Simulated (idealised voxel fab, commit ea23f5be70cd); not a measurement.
Process module, titled voxel capacitor over wiring
The figure presents cross-section cut, which has a width of 240 nm and is divided into square cells with an edge length of 5 nm.
A cross-section in this document is a grid of square cells, and it is written down as bands, the top band listed before the ones below it; a band is made up of one or more rows of cells.
This entry defines a band. It first specifies the height of the band's top and the height of its bottom in nm, and then specifies the band's materials from left to right, stating each material with its width in nm. The word "edge to edge" identifies a single material that fills the band from edge to edge, while the word "empty" identifies empty space.
The level at which height equals 0 is the one under which the wafer, as it arrives, is entirely one material. No lower edge exists for the bottom band, which continues downward and is notated as in "0..down".
Think of "30 to 40" as a width that walks from the first number to the second as you go down the band, top row to bottom row, taking equal-sized steps from row to row.
What does "remains unaltered" mean for a step? It means no cell of the cross-section changed in that step.
Any empty space of 8 cells or more lacking an open way to the top shows up in "Closed cavity list" as width x height at distance, distance from the left edge, in nm.
Anything after a step's settings on that line? It's the simulator's own note about the step.
Among the settings permitted on a step's line is "overlay nm"; applied to a step with a mask, it specifies the extent to which the mask lay to the right of its planned position, whereas a negative figure signifies a position to the left.
From here on the document is pairs. In a pair, the cross-section before one process step comes with the cross-section after it, and the latter goes no deeper than the lowest band that changed. What lies in between, the step and its settings, is written under the pair. A pair may be from a different run of this module on the same starting wafer than the pair above it, so it continues from that pair only where its entry headed "Pre-step condition" says so.
Pre-step condition
> 105..100 = Cu edge to edge
> 100..95 = 90 TiN, then 5 Cu, then 145 TiN
> 95..85 = 85 SiO2, then 5 TiN, then 5 Cu, then 5 TiN, then 140 SiO2
> 85..80 = 85 SiO2, then 15 TiN, then 140 SiO2
> 80..70 = 75 SiO2, then 65 TiN, then 100 SiO2
> 70..65 = 75 SiO2, then 65 HfO2, then 100 SiO2
> 65..60 = 70 SiO2, then 75 TiN, then 95 SiO2
> 60..50 = 75 SiO2, then 5 TiN, then 5 Ru, then 5 TiN, then 150 SiO2
> 50..45 = 75 SiCN, then 15 TiN, then 150 SiCN
> 45..40 = 65 SiCN, then 30 Ru, then 50 SiCN, then 30 Ru, then 65 SiCN
> 40..15 = 70 lowk, then 5 TiN, then 10 Cu, then 5 TiN, then 60 lowk, then 5 TiN, then 10 Cu, then 5 TiN, then 70 lowk
> 15..10 = 70 SiN, then 20 TiN, then 60 SiN, then 20 TiN, then 70 SiN
> 10..0 = SiO2 edge to edge
> 0..down = Si edge to edge
> Closed cavity list: none
Post-Step Snapshot
> 90..85 = 85 SiO2, then 5 TiN, then 5 Cu, then 5 TiN, then 140 SiO2
> Everything below 85 is unchanged.
> Closed cavity list: none
Can you say which step sits between the two cross-sections above? CMP | height nm 90
Pre-step condition: we pick up right where the pair above leaves off, with its after cross-section.
Post-Step Snapshot
> 95..90 = SiCN edge to edge
> Everything below 90 is unchanged.
> Closed cavity list: none
Can you say which step sits between the two cross-sections above? CONFORMAL_DEP | material SiCN | thk nm 5
Pre-step condition
> 95..80 = SiO2 edge to edge
> 80..70 = 75 SiO2, then 65 TiN, then 100 SiO2
> 70..65 = 75 SiO2, then 65 HfO2, then 100 SiO2
> 65..60 = 70 SiO2, then 75 TiN, then 95 SiO2
> 60..50 = 75 SiO2, then 5 TiN, then 5 Ru, then 5 TiN, then 150 SiO2
> 50..45 = 75 SiCN, then 15 TiN, then 150 SiCN
> 45..40 = 65 SiCN, then 30 Ru, then 50 SiCN, then 30 Ru, then 65 SiCN
> 40..15 = 70 lowk, then 5 TiN, then 10 Cu, then 5 TiN, then 60 lowk, then 5 TiN, then 10 Cu, then 5 TiN, then 70 lowk
> 15..10 = 70 SiN, then 20 TiN, then 60 SiN, then 20 TiN, then 70 SiN
> 10..0 = SiO2 edge to edge
> 0..down = Si edge to edge
> Closed cavity list: none
Post-Step Snapshot
> 115..95 = 85 resist, then 20 empty, then 135 resist
> Everything below 95 is unchanged.
> Closed cavity list: none
Can you say which step sits between the two cross-sections above? PATTERN | tone open | mask id PLUG_2 | material resist | width nm 20 | thk nm 20 | overlay nm 0
Pre-step condition: we pick up right where the pair above leaves off, with its after cross-section.
Post-Step Snapshot
> 115..95 = 85 resist, then 20 empty, then 135 resist
> 95..80 = 85 SiO2, then 20 empty, then 135 SiO2
> Everything below 80 is unchanged.
> Closed cavity list: none
Can you say which step sits between the two cross-sections above? DIRECTIONAL_ETCH | etch materials SiO2 | depth nm 15
Pre-step condition: we pick up right where the pair above leaves off, with its after cross-section.
Post-Step Snapshot
> 95..80 = 85 SiO2, then 20 empty, then 135 SiO2
> Everything below 80 is unchanged.
> Closed cavity list: none
Can you say which step sits between the two cross-sections above? STRIP | etch materials resist
Pre-step condition: we pick up right where the pair above leaves off, with its after cross-section.
Post-Step Snapshot
> 100..95 = 90 TiN, then 10 empty, then 140 TiN
> 95..85 = 85 SiO2, then 5 TiN, then 10 empty, then 5 TiN, then 135 SiO2
> 85..80 = 85 SiO2, then 20 TiN, then 135 SiO2
> Everything below 80 is unchanged.
> Closed cavity list: none
Can you say which step sits between the two cross-sections above? CONFORMAL_DEP | material TiN | thk nm 5
Pre-step condition: we pick up right where the pair above leaves off, with its after cross-section.
Post-Step Snapshot
> 105..100 = Cu edge to edge
> 100..95 = 90 TiN, then 10 Cu, then 140 TiN
> 95..85 = 85 SiO2, then 5 TiN, then 10 Cu, then 5 TiN, then 135 SiO2
> Everything below 85 is unchanged.
> Closed cavity list: none
Can you say which step sits between the two cross-sections above? FILL_DEP | material Cu | thk nm 5
Pre-step condition: we pick up right where the pair above leaves off, with its after cross-section.
Post-Step Snapshot
> 95..85 = 85 SiO2, then 5 TiN, then 10 Cu, then 5 TiN, then 135 SiO2
> Everything below 85 is unchanged.
> Closed cavity list: none
Can you say which step sits between the two cross-sections above? CMP | height nm 95
Pre-step condition: we pick up right where the pair above leaves off, with its after cross-section.
Post-Step Snapshot
> 100..95 = SiCN edge to edge
> Everything below 95 is unchanged.
> Closed cavity list: none
Can you say which step sits between the two cross-sections above? CONFORMAL_DEP | material SiCN | thk nm 5
Pre-step condition
> 40..15 = lowk edge to edge
> 15..10 = SiN edge to edge
> 10..0 = SiO2 edge to edge
> 0..down = Si edge to edge
> Closed cavity list: none
Post-Step Snapshot
> 40..15 = 65 lowk, then 20 empty, then 60 lowk, then 20 empty, then 75 lowk
> Everything below 15 is unchanged.
> Closed cavity list: none
Can you say which step sits between the two cross-sections above? MASKED_ETCH | tone open | mask id METAL_1 | width nm 20 | pitch nm 80 | etch materials lowk | depth nm 25 | overlay nm -5
Pre-step condition: we pick up right where the pair above leaves off, with its after cross-section.
Post-Step Snapshot
> 40..15 = 65 lowk, then 20 empty, then 60 lowk, then 20 empty, then 75 lowk
> 15..10 = 70 SiN, then 15 empty, then 65 SiN, then 15 empty, then 75 SiN
> Everything below 10 is unchanged.
> Closed cavity list: none
Can you say which step sits between the two cross-sections above? MASKED_ETCH | tone open | mask id METAL_1 | width nm 20 | pitch nm 80 | etch materials SiN | depth nm 5 | overlay nm 0
Pre-step condition: we pick up right where the pair above leaves off, with its after cross-section.
Post-Step Snapshot
> 45..40 = 70 TiN, then 10 empty, then 70 TiN, then 10 empty, then 80 TiN
> 40..20 = 65 lowk, then 5 TiN, then 10 empty, then 5 TiN, then 60 lowk, then 5 TiN, then 10 empty, then 5 TiN, then 75 lowk
> 20..15 = 65 lowk, then 10 TiN, then 5 empty, then 5 TiN, then 60 lowk, then 10 TiN, then 5 empty, then 5 TiN, then 75 lowk
> 15..10 = 70 SiN, then 15 TiN, then 65 SiN, then 15 TiN, then 75 SiN
> Everything below 10 is unchanged.
> Closed cavity list: none
Can you say which step sits between the two cross-sections above? CONFORMAL_DEP | material TiN | thk nm 5
Pre-step condition: we pick up right where the pair above leaves off, with its after cross-section.
Post-Step Snapshot
> 50..45 = Cu edge to edge
> 45..40 = 70 TiN, then 10 Cu, then 70 TiN, then 10 Cu, then 80 TiN
> 40..20 = 65 lowk, then 5 TiN, then 10 Cu, then 5 TiN, then 60 lowk, then 5 TiN, then 10 Cu, then 5 TiN, then 75 lowk
> 20..15 = 65 lowk, then 10 TiN, then 5 Cu, then 5 TiN, then 60 lowk, then 10 TiN, then 5 Cu, then 5 TiN, then 75 lowk
> Everything below 15 is unchanged.
> Closed cavity list: none
Can you say which step sits between the two cross-sections above? FILL_DEP | material Cu | thk nm 5
Pre-step condition: we pick up right where the pair above leaves off, with its after cross-section.
Post-Step Snapshot
> 40..20 = 65 lowk, then 5 TiN, then 10 Cu, then 5 TiN, then 60 lowk, then 5 TiN, then 10 Cu, then 5 TiN, then 75 lowk
> Everything below 20 is unchanged.
> Closed cavity list: none
Can you say which step sits between the two cross-sections above? CMP | height nm 40
Pre-step condition: we pick up right where the pair above leaves off, with its after cross-section.
Post-Step Snapshot
> 45..40 = 60 empty, then 30 Ru, then 50 empty, then 30 Ru, then 70 empty
> Everything below 40 is unchanged.
> Closed cavity list: none
Can you say which step sits between the two cross-sections above? EPI | material Ru | thk nm 5
Pre-step condition: we pick up right where the pair above leaves off, with its after cross-section.
Post-Step Snapshot
> 50..45 = SiCN edge to edge
> 45..40 = 60 SiCN, then 30 Ru, then 50 SiCN, then 30 Ru, then 70 SiCN
> Everything below 40 is unchanged.
> Closed cavity list: none
Can you say which step sits between the two cross-sections above? FILL_DEP | material SiCN | thk nm 5
Pre-step condition: we pick up right where the pair above leaves off, with its after cross-section.
Post-Step Snapshot
> 60..50 = SiO2 edge to edge
> Everything below 50 is unchanged.
> Closed cavity list: none
Can you say which step sits between the two cross-sections above? DIRECTIONAL_DEP | material SiO2 | thk nm 10
Pre-step condition: we pick up right where the pair above leaves off, with its after cross-section.
Post-Step Snapshot
> 75..60 = 75 resist, then 15 empty, then 150 resist
> Everything below 60 is unchanged.
> Closed cavity list: none
Can you say which step sits between the two cross-sections above? PATTERN | tone open | mask id PLUG_1 | material resist | width nm 15 | thk nm 15 | overlay nm 0
Pre-step condition: we pick up right where the pair above leaves off, with its after cross-section.
Post-Step Snapshot
> 75..60 = 75 resist, then 15 empty, then 150 resist
> 60..50 = 75 SiO2, then 15 empty, then 150 SiO2
> Everything below 50 is unchanged.
> Closed cavity list: none
Can you say which step sits between the two cross-sections above? DIRECTIONAL_ETCH | etch materials SiO2 | depth nm 10
Pre-step condition: we pick up right where the pair above leaves off, with its after cross-section.
Post-Step Snapshot
> 75..60 = 75 resist, then 15 empty, then 150 resist
> 60..50 = 75 SiO2, then 15 empty, then 150 SiO2
> 50..45 = 75 SiCN, then 15 empty, then 150 SiCN
> Everything below 45 is unchanged.
> Closed cavity list: none
Can you say which step sits between the two cross-sections above? DIRECTIONAL_ETCH | etch materials SiCN | depth nm 5
Pre-step condition: we pick up right where the pair above leaves off, with its after cross-section.
Post-Step Snapshot
> 60..50 = 75 SiO2, then 15 empty, then 150 SiO2
> Everything below 50 is unchanged.
> Closed cavity list: none
Can you say which step sits between the two cross-sections above? STRIP | etch materials resist
Pre-step condition: we pick up right where the pair above leaves off, with its after cross-section.
Post-Step Snapshot
> 65..60 = 80 TiN, then 5 empty, then 155 TiN
> 60..50 = 75 SiO2, then 5 TiN, then 5 empty, then 5 TiN, then 150 SiO2
> 50..45 = 75 SiCN, then 15 TiN, then 150 SiCN
> Everything below 45 is unchanged.
> Closed cavity list: none
Can you say which step sits between the two cross-sections above? CONFORMAL_DEP | material TiN | thk nm 5
Pre-step condition: we pick up right where the pair above leaves off, with its after cross-section.
Post-Step Snapshot
> 70..65 = Ru edge to edge
> 65..60 = 80 TiN, then 5 Ru, then 155 TiN
> 60..50 = 75 SiO2, then 5 TiN, then 5 Ru, then 5 TiN, then 150 SiO2
> Everything below 50 is unchanged.
> Closed cavity list: none
Can you say which step sits between the two cross-sections above? FILL_DEP | material Ru | thk nm 5
Pre-step condition: we pick up right where the pair above leaves off, with its after cross-section.
Post-Step Snapshot
> 60..50 = 75 SiO2, then 5 TiN, then 5 Ru, then 5 TiN, then 150 SiO2
> Everything below 50 is unchanged.
> Closed cavity list: none
Can you say which step sits between the two cross-sections above? CMP | height nm 60
Pre-step condition: we pick up right where the pair above leaves off, with its after cross-section.
Post-Step Snapshot
> 65..60 = TiN edge to edge
> Everything below 60 is unchanged.
> Closed cavity list: none
Can you say which step sits between the two cross-sections above? DIRECTIONAL_DEP | material TiN | thk nm 5
Pre-step condition: we pick up right where the pair above leaves off, with its after cross-section.
Post-Step Snapshot
> 70..65 = HfO2 edge to edge
> Everything below 65 is unchanged.
> Closed cavity list: none
Can you say which step sits between the two cross-sections above? DIRECTIONAL_DEP | material HfO2 | thk nm 5
Pre-step condition: we pick up right where the pair above leaves off, with its after cross-section.
Post-Step Snapshot
> 80..70 = TiN edge to edge
> Everything below 70 is unchanged.
> Closed cavity list: none
Can you say which step sits between the two cross-sections above? DIRECTIONAL_DEP | material TiN | thk nm 10
Pre-step condition: we pick up right where the pair above leaves off, with its after cross-section.
Post-Step Snapshot
> 80..70 = 75 empty, then 65 TiN, then 100 empty
> Everything below 70 is unchanged.
> Closed cavity list: none
Can you say which step sits between the two cross-sections above? MASKED_ETCH | tone cover | mask id UPPER_PLATE | width nm 65 | etch materials TiN | depth nm 10 | overlay nm 0
Pre-step condition: we pick up right where the pair above leaves off, with its after cross-section.
Post-Step Snapshot
> 80..70 = 75 empty, then 65 TiN, then 100 empty
> 70..65 = 75 empty, then 65 HfO2, then 100 empty
> Everything below 65 is unchanged.
> Closed cavity list: none
Can you say which step sits between the two cross-sections above? MASKED_ETCH | tone cover | mask id UPPER_PLATE | width nm 65 | etch materials HfO2 | depth nm 5 | overlay nm 0
Pre-step condition: we pick up right where the pair above leaves off, with its after cross-section.
Post-Step Snapshot
> 80..70 = 75 empty, then 65 TiN, then 100 empty
> 70..65 = 75 empty, then 65 HfO2, then 100 empty
> 65..60 = 70 empty, then 75 TiN, then 95 empty
> Everything below 60 is unchanged.
> Closed cavity list: none
Can you say which step sits between the two cross-sections above? MASKED_ETCH | tone cover | mask id LOWER_PLATE | width nm 75 | etch materials TiN | depth nm 5 | overlay nm 0
Pre-step condition: we pick up right where the pair above leaves off, with its after cross-section.
Post-Step Snapshot
> 100..80 = SiO2 edge to edge
> 80..70 = 75 SiO2, then 65 TiN, then 100 SiO2
> 70..65 = 75 SiO2, then 65 HfO2, then 100 SiO2
> 65..60 = 70 SiO2, then 75 TiN, then 95 SiO2
> Everything below 60 is unchanged.
> Closed cavity list: none
Can you say which step sits between the two cross-sections above? FILL_DEP | material SiO2 | thk nm 20
Pre-step condition: we pick up right where the pair above leaves off, with its after cross-section.
Post-Step Snapshot
> 95..80 = SiO2 edge to edge
> Everything below 80 is unchanged.
> Closed cavity list: none
Can you say which step sits between the two cross-sections above? CMP | height nm 95
Pre-step condition: we pick up right where the pair above leaves off, with its after cross-section.
Post-Step Snapshot
> 115..95 = 85 resist, then 15 empty, then 140 resist
> Everything below 95 is unchanged.
> Closed cavity list: none
Can you say which step sits between the two cross-sections above? PATTERN | tone open | mask id PLUG_2 | material resist | width nm 15 | thk nm 20 | overlay nm 0
Pre-step condition: we pick up right where the pair above leaves off, with its after cross-section.
Post-Step Snapshot
> 115..95 = 85 resist, then 15 empty, then 140 resist
> 95..80 = 85 SiO2, then 15 empty, then 140 SiO2
> Everything below 80 is unchanged.
> Closed cavity list: none
Can you say which step sits between the two cross-sections above? DIRECTIONAL_ETCH | etch materials SiO2 | depth nm 15
Pre-step condition: we pick up right where the pair above leaves off, with its after cross-section.
Post-Step Snapshot
> 95..80 = 85 SiO2, then 15 empty, then 140 SiO2
> Everything below 80 is unchanged.
> Closed cavity list: none
Can you say which step sits between the two cross-sections above? STRIP | etch materials resist
Pre-step condition: we pick up right where the pair above leaves off, with its after cross-section.
Post-Step Snapshot
> 100..95 = 90 TiN, then 5 empty, then 145 TiN
> 95..85 = 85 SiO2, then 5 TiN, then 5 empty, then 5 TiN, then 140 SiO2
> 85..80 = 85 SiO2, then 15 TiN, then 140 SiO2
> Everything below 80 is unchanged.
> Closed cavity list: none
Can you say which step sits between the two cross-sections above? CONFORMAL_DEP | material TiN | thk nm 5
Pre-step condition: we pick up right where the pair above leaves off, with its after cross-section.
Post-Step Snapshot
> 105..100 = Cu edge to edge
> 100..95 = 90 TiN, then 5 Cu, then 145 TiN
> 95..85 = 85 SiO2, then 5 TiN, then 5 Cu, then 5 TiN, then 140 SiO2
> Everything below 85 is unchanged.
> Closed cavity list: none
Can you say which step sits between the two cross-sections above? FILL_DEP | material Cu | thk nm 5
Pre-step condition: we pick up right where the pair above leaves off, with its after cross-section.
Post-Step Snapshot
> 95..85 = 85 SiO2, then 5 TiN, then 5 Cu, then 5 TiN, then 140 SiO2
> Everything below 85 is unchanged.
> Closed cavity list: none
Can you say which step sits between the two cross-sections above? CMP | height nm 95
Pre-step condition: we pick up right where the pair above leaves off, with its after cross-section.
Post-Step Snapshot
> 100..95 = SiCN edge to edge
> Everything below 95 is unchanged.
> Closed cavity list: none
Can you say which step sits between the two cross-sections above? CONFORMAL_DEP | material SiCN | thk nm 5
Pre-step condition
> 65..60 = TiN edge to edge
> 60..50 = 75 SiO2, then 5 TiN, then 5 Ru, then 5 TiN, then 150 SiO2
> 50..45 = 75 SiCN, then 15 TiN, then 150 SiCN
> 45..40 = 65 SiCN, then 30 Ru, then 50 SiCN, then 30 Ru, then 65 SiCN
> 40..15 = 70 lowk, then 5 TiN, then 10 Cu, then 5 TiN, then 60 lowk, then 5 TiN, then 10 Cu, then 5 TiN, then 70 lowk
> 15..10 = 70 SiN, then 20 TiN, then 60 SiN, then 20 TiN, then 70 SiN
> 10..0 = SiO2 edge to edge
> 0..down = Si edge to edge
> Closed cavity list: none
Post-Step Snapshot
> 70..65 = SiO2 edge to edge
> Everything below 65 is unchanged.
> Closed cavity list: none
Can you say which step sits between the two cross-sections above? DIRECTIONAL_DEP | material SiO2 | thk nm 5
Pre-step condition: we pick up right where the pair above leaves off, with its after cross-section.
Post-Step Snapshot
> 80..70 = TiN edge to edge
> Everything below 70 is unchanged.
> Closed cavity list: none
Can you say which step sits between the two cross-sections above? DIRECTIONAL_DEP | material TiN | thk nm 10
Pre-step condition: we pick up right where the pair above leaves off, with its after cross-section.
Post-Step Snapshot
> 80..70 = 75 empty, then 65 TiN, then 100 empty
> Everything below 70 is unchanged.
> Closed cavity list: none
Can you say which step sits between the two cross-sections above? MASKED_ETCH | tone cover | mask id UPPER_PLATE | width nm 65 | etch materials TiN | depth nm 10 | overlay nm 0
Pre-step condition: we pick up right where the pair above leaves off, with its after cross-section.
Post-Step Snapshot
> 100..80 = SiO2 edge to edge
> 80..70 = 75 SiO2, then 65 TiN, then 100 SiO2
> Everything below 70 is unchanged.
> Closed cavity list: none
Can you say which step sits between the two cross-sections above? FILL_DEP | material SiO2 | thk nm 20
Pre-step condition: we pick up right where the pair above leaves off, with its after cross-section.
Post-Step Snapshot
> 95..80 = SiO2 edge to edge
> Everything below 80 is unchanged.
> Closed cavity list: none
Can you say which step sits between the two cross-sections above? CMP | height nm 95
Pre-step condition: we pick up right where the pair above leaves off, with its after cross-section.
Post-Step Snapshot
> 115..95 = 85 resist, then 15 empty, then 140 resist
> Everything below 95 is unchanged.
> Closed cavity list: none
Can you say which step sits between the two cross-sections above? PATTERN | tone open | mask id PLUG_2 | material resist | width nm 15 | thk nm 20 | overlay nm 0
Pre-step condition: we pick up right where the pair above leaves off, with its after cross-section.
Post-Step Snapshot
> 115..95 = 85 resist, then 15 empty, then 140 resist
> 95..80 = 85 SiO2, then 15 empty, then 140 SiO2
> Everything below 80 is unchanged.
> Closed cavity list: none
Can you say which step sits between the two cross-sections above? DIRECTIONAL_ETCH | etch materials SiO2 | depth nm 15
Pre-step condition: we pick up right where the pair above leaves off, with its after cross-section.
Post-Step Snapshot
> 95..80 = 85 SiO2, then 15 empty, then 140 SiO2
> Everything below 80 is unchanged.
> Closed cavity list: none
Can you say which step sits between the two cross-sections above? STRIP | etch materials resist
Pre-step condition: we pick up right where the pair above leaves off, with its after cross-section.
Post-Step Snapshot
> 100..95 = 90 TiN, then 5 empty, then 145 TiN
> 95..85 = 85 SiO2, then 5 TiN, then 5 empty, then 5 TiN, then 140 SiO2
> 85..80 = 85 SiO2, then 15 TiN, then 140 SiO2
> Everything below 80 is unchanged.
> Closed cavity list: none
Can you say which step sits between the two cross-sections above? CONFORMAL_DEP | material TiN | thk nm 5
Pre-step condition: we pick up right where the pair above leaves off, with its after cross-section.
Post-Step Snapshot
> 105..100 = Cu edge to edge
> 100..95 = 90 TiN, then 5 Cu, then 145 TiN
> 95..85 = 85 SiO2, then 5 TiN, then 5 Cu, then 5 TiN, then 140 SiO2
> Everything below 85 is unchanged.
> Closed cavity list: none
Can you say which step sits between the two cross-sections above? FILL_DEP | material Cu | thk nm 5
Pre-step condition: we pick up right where the pair above leaves off, with its after cross-section.
Post-Step Snapshot
> 95..85 = 85 SiO2, then 5 TiN, then 5 Cu, then 5 TiN, then 140 SiO2
> Everything below 85 is unchanged.
> Closed cavity list: none
Can you say which step sits between the two cross-sections above? CMP | height nm 95
Pre-step condition: we pick up right where the pair above leaves off, with its after cross-section.
Post-Step Snapshot
> 100..95 = SiCN edge to edge
> Everything below 95 is unchanged.
> Closed cavity list: none
Can you say which step sits between the two cross-sections above? CONFORMAL_DEP | material SiCN | thk nm 5
Pre-step condition
> 80..70 = TiN edge to edge
> 70..65 = HfO2 edge to edge
> 65..60 = TiN edge to edge
> 60..50 = 75 SiO2, then 5 TiN, then 5 Ru, then 5 TiN, then 150 SiO2
> 50..45 = 75 SiCN, then 15 TiN, then 150 SiCN
> 45..40 = 65 SiCN, then 30 Ru, then 50 SiCN, then 30 Ru, then 65 SiCN
> 40..15 = 70 lowk, then 5 TiN, then 10 Cu, then 5 TiN, then 60 lowk, then 5 TiN, then 10 Cu, then 5 TiN, then 70 lowk
> 15..10 = 70 SiN, then 20 TiN, then 60 SiN, then 20 TiN, then 70 SiN
> 10..0 = SiO2 edge to edge
> 0..down = Si edge to edge
> Closed cavity list: none
Post-Step Snapshot
> 80..70 = 75 TiN, then 65 empty, then 100 TiN
> Everything below 70 is unchanged.
> Closed cavity list: none
Can you say which step sits between the two cross-sections above? MASKED_ETCH | tone open | mask id UPPER_PLATE | width nm 65 | etch materials TiN | depth nm 10 | overlay nm 0
Pre-step condition: we pick up right where the pair above leaves off, with its after cross-section.
Post-Step Snapshot
> 80..75 = 70 empty, then 5 TiN, then 65 empty, then 5 TiN, then 95 empty
> Everything below 75 is unchanged.
> Closed cavity list: none
Can you say which step sits between the two cross-sections above? MASKED_ETCH | tone cover | mask id LOWER_PLATE | width nm 75 | etch materials TiN | depth nm 5 | overlay nm 0
Pre-step condition: we pick up right where the pair above leaves off, with its after cross-section.
Post-Step Snapshot
> 100..80 = SiO2 edge to edge
> 80..75 = 70 SiO2, then 5 TiN, then 65 SiO2, then 5 TiN, then 95 SiO2
> 75..70 = 75 TiN, then 65 SiO2, then 100 TiN
> Everything below 70 is unchanged.
> Closed cavity list: none
Can you say which step sits between the two cross-sections above? FILL_DEP | material SiO2 | thk nm 20
Pre-step condition: we pick up right where the pair above leaves off, with its after cross-section.
Post-Step Snapshot
> 95..80 = SiO2 edge to edge
> Everything below 80 is unchanged.
> Closed cavity list: none
Can you say which step sits between the two cross-sections above? CMP | height nm 95
Pre-step condition: we pick up right where the pair above leaves off, with its after cross-section.
Post-Step Snapshot
> 115..95 = 85 resist, then 15 empty, then 140 resist
> Everything below 95 is unchanged.
> Closed cavity list: none
Can you say which step sits between the two cross-sections above? PATTERN | tone open | mask id PLUG_2 | material resist | width nm 15 | thk nm 20 | overlay nm 0
Pre-step condition: we pick up right where the pair above leaves off, with its after cross-section.
Post-Step Snapshot
> 115..95 = 85 resist, then 15 empty, then 140 resist
> 95..80 = 85 SiO2, then 15 empty, then 140 SiO2
> Everything below 80 is unchanged.
> Closed cavity list: none
Can you say which step sits between the two cross-sections above? DIRECTIONAL_ETCH | etch materials SiO2 | depth nm 15
Pre-step condition: we pick up right where the pair above leaves off, with its after cross-section.
Post-Step Snapshot
> 95..80 = 85 SiO2, then 15 empty, then 140 SiO2
> Everything below 80 is unchanged.
> Closed cavity list: none
Can you say which step sits between the two cross-sections above? STRIP | etch materials resist
Pre-step condition: we pick up right where the pair above leaves off, with its after cross-section.
Post-Step Snapshot
> 100..95 = 90 TiN, then 5 empty, then 145 TiN
> 95..85 = 85 SiO2, then 5 TiN, then 5 empty, then 5 TiN, then 140 SiO2
> 85..80 = 85 SiO2, then 15 TiN, then 140 SiO2
> Everything below 80 is unchanged.
> Closed cavity list: none
Can you say which step sits between the two cross-sections above? CONFORMAL_DEP | material TiN | thk nm 5
Pre-step condition: we pick up right where the pair above leaves off, with its after cross-section.
Post-Step Snapshot
> 105..100 = Cu edge to edge
> 100..95 = 90 TiN, then 5 Cu, then 145 TiN
> 95..85 = 85 SiO2, then 5 TiN, then 5 Cu, then 5 TiN, then 140 SiO2
> Everything below 85 is unchanged.
> Closed cavity list: none
Can you say which step sits between the two cross-sections above? FILL_DEP | material Cu | thk nm 5
Pre-step condition: we pick up right where the pair above leaves off, with its after cross-section.
Post-Step Snapshot
> 95..85 = 85 SiO2, then 5 TiN, then 5 Cu, then 5 TiN, then 140 SiO2
> Everything below 85 is unchanged.
> Closed cavity list: none
Can you say which step sits between the two cross-sections above? CMP | height nm 95
Pre-step condition: we pick up right where the pair above leaves off, with its after cross-section.
Post-Step Snapshot
> 100..95 = SiCN edge to edge
> Everything below 95 is unchanged.
> Closed cavity list: none
Can you say which step sits between the two cross-sections above? CONFORMAL_DEP | material SiCN | thk nm 5
